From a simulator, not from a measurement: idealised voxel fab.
Presented below is a process module, voxel self aligned vias.
This is section cut - it's 205 nm across, gridded in 5 nm square cells.
A cross-section is a grid of square cells, given in bands from the top down. A band is one or more rows of cells. Each band's line starts with the height of the band's top and of its bottom, in nm. Then come its materials from left to right, each with its width in nm. One material with "full width" fills the band from edge to edge. "empty" is empty space. We count height from 0. Below that, the starting wafer is all one material. The lowest band never ends at the bottom but goes on down; see "0 -> down" for how that is written. Graded width ("30 to 40"): value in top row of band = first number; value in bottom row = second number; row-to-row change constant. What does "stayed the same" mean for a step? It means no cell of the cross-section changed in that step. The label "Closed void register" introduces a list of the empty spaces, 8 cells or larger, that have no open way up to the top; each entry in it reads width x height at distance, where the distance is taken from the left edge and all three are stated in nm. Read whatever lies past the settings on a step's line as the simulator's own remark about the step. overlay nm: right-of-plan distance of the mask on a masked step; negative values mean left-of-plan.

The planned process steps are enumerated hereunder
| 1 | RECEIVE, material Si |
| 2 | CONFORMAL_DEP, material SiO2, thk nm 10 |
| 3 | CONFORMAL_DEP, material SiCN, thk nm 5 |
| 4 | DIRECTIONAL_DEP, material lowk, thk nm 20 |
| 5 | DIRECTIONAL_DEP, material aC, thk nm 10 |
| 6 | PATTERN, tone open, mask id LINES, material resist, width nm 30, pitch nm 80, thk nm 30, overlay nm 0 |
| 7 | DIRECTIONAL_ETCH, etch materials aC, depth nm 10 |
| 8 | STRIP, etch materials resist |
| 9 | DIRECTIONAL_ETCH, etch materials lowk, depth nm 20 |
| 10 | STRIP, etch materials aC |
| 11 | CONFORMAL_DEP, material TiN, thk nm 5 |
| 12 | FILL_DEP, material Ru, thk nm 5 |
| 13 | CMP, height nm 35 |
| 14 | SELECTIVE_ETCH, etch materials W Ru TiN, depth nm 10 |
| 15 | FILL_DEP, material SiN, thk nm 10 |
| 16 | CMP, height nm 35 |
| 17 | DIRECTIONAL_DEP, material lowk, thk nm 15 |
| 18 | DIRECTIONAL_DEP, material aC, thk nm 10 |
| 19 | PATTERN, tone open, mask id VIAS, material resist, width nm 50, thk nm 30, overlay nm 0 |
| 20 | DIRECTIONAL_ETCH, etch materials aC, depth nm 10 |
| 21 | STRIP, etch materials resist |
| 22 | DIRECTIONAL_ETCH, etch materials lowk, depth nm 15 |
| 23 | DIRECTIONAL_ETCH, etch materials SiN, depth nm 10 |
| 24 | STRIP, etch materials aC |
| 25 | CONFORMAL_DEP, material TiN, thk nm 5 |
| 26 | FILL_DEP, material W, thk nm 10 |
| 27 | CMP, height nm 50 |
| 28 | CONFORMAL_DEP, material SiN, thk nm 5 |

Cross-section of the wafer upon arrival, representing the state reached after step 1
* 0 -> down | Si full width
* Closed void register: none

The first of the two wafers as seen in cross-section once the module was finished; processing followed the plan
* 55 -> 50 | SiN full width
* 50 -> 40 | lowk: 35 / TiN: 5 / W: 40 / TiN: 5 / lowk: 120
* 40 -> 35 | lowk: 35 / TiN: 15 / W: 20 / TiN: 15 / lowk: 120
* 35 -> 30 | lowk: 45 / TiN: 5 / W: 20 / TiN: 5 / lowk: 50 / SiN: 30 / lowk: 50
* 30 -> 25 | lowk: 45 / TiN: 30 / lowk: 50 / SiN: 30 / lowk: 50
* 25 -> 20 | lowk: 45 / TiN: 5 / Ru: 20 / TiN: 5 / lowk: 50 / TiN: 5 / Ru: 20 / TiN: 5 / lowk: 50
* 20 -> 15 | lowk: 45 / TiN: 30 / lowk: 50 / TiN: 30 / lowk: 50
* 15 -> 10 | SiCN full width
* 10 -> 0 | SiO2 full width
* 0 -> down | Si full width
* Closed void register: none

Cross-section, second wafer: same start as the first, same plan as the first, one mistake in running it; taken at the end of the module
* 55 -> 50 | SiN full width
* 50 -> 35 | lowk: 35 / TiN: 5 / W: 40 / TiN: 5 / lowk: 120
* 35 -> 30 | SiN: 35 / TiN: 5 / W: 40 / TiN: 5 / SiN: 120
* 30 -> 25 | SiN: 35 / TiN: 50 / SiN: 120
* 25 -> 10 | lowk: 45 / TiN: 5 / Ru: 20 / TiN: 5 / lowk: 50 / TiN: 5 / Ru: 20 / TiN: 5 / lowk: 50
* 10 -> 5 | lowk: 45 / TiN: 30 / lowk: 50 / TiN: 30 / lowk: 50
* 5 -> 0 | SiCN full width
* 0 -> down | Si full width
* Closed void register: none
Diagnosis: not run: step 2 of the plan (skipped)
Final wafer comparison in cells, second versus first, more or fewer per material: +16 Ru | +50 SiN | -82 SiO2 | +8 TiN | +8 W
